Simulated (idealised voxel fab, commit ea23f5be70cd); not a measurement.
process module | voxel double patterning
cross-section cut | 275 nm wide | cells 5 nm
A cross-section is a grid of square cells, given in bands from the top down. A band is one or more rows of cells.
Each band's line starts with the height of the band's top and of its bottom, in nm. Then come its materials from left to right, each with its width in nm. One material with "throughout" fills the band from edge to edge. "air" is empty space.
Height 0 is the level under which the wafer as received is all one material. The lowest band goes on downwards, as in "0 down".
A width such as "30 to 40" changes by the same amount from each row of cells to the next, from the band's top row to its bottom row.
"no change" after a step means that no cell of the cross-section changed.
closed voids: empty space of 8 cells or more with no open way to the top, each as width x height at its distance from the left edge, in nm
after a step's settings: what the simulator itself notes on the step
overlay nm, on a step with a mask: how far to the right of its planned place the mask lay; to the left if negative
plan
1 op RECEIVE | material Si
2 op CONFORMAL_DEP | material SiO2 | thk nm 10
3 op DIRECTIONAL_DEP | material W | thk nm 15
4 op DIRECTIONAL_DEP | material SiCN | thk nm 5
5 op PATTERN | tone open | mask id FIRST | material resist | width nm 15 | pitch nm 50 | thk nm 15 | overlay nm 0
6 op DIRECTIONAL_ETCH | etch materials SiCN | depth nm 5
7 op STRIP | etch materials resist
8 op PATTERN | tone open | mask id SECOND | material resist | width nm 15 | pitch nm 50 | thk nm 15 | overlay nm 0
9 op DIRECTIONAL_ETCH | etch materials SiCN | depth nm 5
10 op STRIP | etch materials resist
11 op DIRECTIONAL_ETCH | etch materials W | depth nm 15
12 op STRIP | etch materials SiCN
varied across the wafers: width nm of step 8. The plan shows the first wafer's value. All wafers start alike
first wafer as received, after step 1
  0 down: Si throughout
  closed voids: none
each wafer at the end: cells of each material gained (+) or lost (-) since it was received, then its closed voids
width nm 15 | +110 SiO2 | +120 W | closed voids: none
width nm 20 | +110 SiO2 | +114 W | closed voids: none
width nm 25 | +110 SiO2 | +108 W | closed voids: none
width nm 30 | +110 SiO2 | +102 W | closed voids: none
